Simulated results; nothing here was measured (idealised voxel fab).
Process module, titled voxel gate over fins
Pictured: cross-section cut, 275 nm wide, on a grid of 5 nm square cells.
Cross-section = grid of square cells, listed top down in bands; band = one or more rows. Look at the band entry: it leads with the top's height and the bottom's height in nm. Then it lists the materials left to right, with a width in nm for each. The word "everywhere" on a single material says that material fills the band edge to edge. The word "empty" is empty space. Basically, 0 is our baseline, since under it the wafer straight out of the box is all one material. The bottom band has no lower end and keeps on going down, so it looks like "0 and below". Per-row width for "30..40": begins at first number (top row of band), ends at second number (bottom row), increment between rows held constant. "nothing was modified" -> step changed no cross-section cell. The entry "Enclosed internal cavities" lists the empty spaces that cover at least 8 cells and have no open path to the top. Each is written as width x height at distance, where the distance is measured from the left edge and all three values are in nm. On a step's line, text after the settings is the simulator commenting on that step. Each step line may optionally specify "overlay nm", which for a step with a mask gives the rightward distance between the mask's planned place and where it lay, a negative value indicating the leftward direction.
-- This section lists the process steps that were planned
step 1: RECEIVE: material Si
step 2: CONFORMAL_DEP: material SiN, thk nm 10
step 3: DIRECTIONAL_DEP: material aC, thk nm 15
step 4: PATTERN: tone cover, mask id FINS, material resist, width nm 15, pitch nm 50, thk nm 35, overlay nm 0
step 5: DIRECTIONAL_ETCH: etch materials aC, depth nm 15
step 6: STRIP: etch materials resist
step 7: DIRECTIONAL_ETCH: etch materials SiN, depth nm 10
step 8: DIRECTIONAL_ETCH: etch materials Si, depth nm 40
step 9: STRIP: etch materials aC
step 10: OXIDIZE: depth nm 5
step 11: FILL_DEP: material SiO2, thk nm 15
step 12: CMP: height nm 10
step 13: MASKED_ETCH: tone open, mask id RAIL, width nm 15, etch materials SiO2, depth nm 45, overlay nm 0
step 14: CONFORMAL_DEP: material TiN, thk nm 5
step 15: FILL_DEP: material W, thk nm 10
step 16: CMP: height nm 10
step 17: SELECTIVE_ETCH: etch materials W Ru TiN, depth nm 30
step 18: FILL_DEP: material SiO2, thk nm 5
step 19: CMP: height nm 10
step 20: SELECTIVE_ETCH: etch materials SiO2, depth nm 20
step 21: STRIP: etch materials SiN
step 22: CONFORMAL_DEP: material HfO2, thk nm 5
step 23: CONFORMAL_DEP: material TiN, thk nm 5
step 24: CONFORMAL_DEP: material TiAl, thk nm 5
step 25: CONFORMAL_DEP: material TiN, thk nm 5
step 26: FILL_DEP: material W, thk nm 15
step 27: CMP: height nm 30
step 28: CONFORMAL_DEP: material SiCN, thk nm 10
Across this set of wafers, the varied parameter is the width nm of step 4. Starting conditions are identical for every wafer, and the plan reports the value assigned to the first wafer.
-- This is how the first of several wafers looked in cross-section when it arrived, which is after step 1
	0 and below  Si everywhere
	Enclosed internal cavities: none
-- The first of several wafers, seen in cross-section after the module's last step, step 28
	40 down to 30  SiCN everywhere
	30 down to 20  W everywhere
	20 down to 15  90 of W, then 45 of TiN, then 5 of W, then 45 of TiN, then 90 of W
	15 down to 10  90 of W, then 5 of TiN, then 35 of TiAl, then 5 of TiN, then 5 of W, then 5 of TiN, then 35 of TiAl, then 5 of TiN, then 90 of W
	10 down to 5  95 of TiN, then 5 of TiAl, then 25 of TiN, then 5 of TiAl, then 15 of TiN, then 5 of TiAl, then 25 of TiN, then 5 of TiAl, then 95 of TiN
	5 down to 0  100 of TiAl, then 5 of TiN, then 15 of HfO2, then 5 of TiN, then 25 of TiAl, then 5 of TiN, then 15 of HfO2, then 5 of TiN, then 100 of TiAl
	0 down to -5  105 of TiN, then 5 of HfO2, then 5 of Si, then 5 of HfO2, then 35 of TiN, then 5 of HfO2, then 5 of Si, then 5 of HfO2, then 105 of TiN
	-5 down to -10  110 of HfO2, then 5 of Si, then 45 of HfO2, then 5 of Si, then 110 of HfO2
	-10 down to -20  110 of SiO2, then 5 of Si, then 45 of SiO2, then 5 of Si, then 110 of SiO2
	-20 down to -30  110 of SiO2, then 5 of Si, then 15 of SiO2, then 5 of TiN, then 5 of W, then 5 of TiN, then 15 of SiO2, then 5 of Si, then 110 of SiO2
	-30 down to -35  110 of SiO2, then 5 of Si, then 15 of SiO2, then 15 of TiN, then 15 of SiO2, then 5 of Si, then 110 of SiO2
	-35 down to -45  110 of SiO2, then 5 of Si, then 45 of SiO2, then 5 of Si, then 110 of SiO2
	-45 and below  Si everywhere
	Enclosed internal cavities: none
-- Cross-section at module completion, last wafer
	40 down to 30  SiCN everywhere
	30 down to 20  W everywhere
	20 down to 15  85 of W, then 110 of TiN, then 80 of W
	15 down to 10  85 of W, then 5 of TiN, then 100 of TiAl, then 5 of TiN, then 80 of W
	10 down to 5  90 of TiN, then 5 of TiAl, then 40 of TiN, then 10 of TiAl, then 40 of TiN, then 5 of TiAl, then 85 of TiN
	5 down to 0  95 of TiAl, then 5 of TiN, then 30 of HfO2, then 5 of TiN, then 10 of TiAl, then 5 of TiN, then 30 of HfO2, then 5 of TiN, then 90 of TiAl
	0 down to -5  100 of TiN, then 5 of HfO2, then 20 of Si, then 5 of HfO2, then 20 of TiN, then 5 of HfO2, then 20 of Si, then 5 of HfO2, then 95 of TiN
	-5 down to -10  105 of HfO2, then 20 of Si, then 30 of HfO2, then 20 of Si, then 100 of HfO2
	-10 down to -20  105 of SiO2, then 20 of Si, then 30 of SiO2, then 20 of Si, then 100 of SiO2
	-20 down to -30  105 of SiO2, then 20 of Si, then 5 of SiO2, then 5 of TiN, then 5 of W, then 5 of TiN, then 10 of SiO2, then 20 of Si, then 100 of SiO2
	-30 down to -35  105 of SiO2, then 20 of Si, then 5 of SiO2, then 15 of TiN, then 10 of SiO2, then 20 of Si, then 100 of SiO2
	-35 down to -45  105 of SiO2, then 20 of Si, then 30 of SiO2, then 20 of Si, then 100 of SiO2
	-45 and below  Si everywhere
	Enclosed internal cavities: none
-- Below, a row for every wafer. Read it as the end-of-module picture: for each material the wafer shows its cells gained (+) or lost (-) since it was received, and then its closed voids
width nm 15 | +63 HfO2 | -477 Si | +110 SiCN | +362 SiO2 | +63 TiAl | +133 TiN | +186 W | Enclosed internal cavities: none
width nm 20 | +63 HfO2 | -459 Si | +110 SiCN | +348 SiO2 | +63 TiAl | +133 TiN | +182 W | Enclosed internal cavities: none
width nm 25 | +63 HfO2 | -441 Si | +110 SiCN | +334 SiO2 | +63 TiAl | +131 TiN | +180 W | Enclosed internal cavities: none
width nm 30 | +63 HfO2 | -423 Si | +110 SiCN | +320 SiO2 | +63 TiAl | +129 TiN | +178 W | Enclosed internal cavities: none
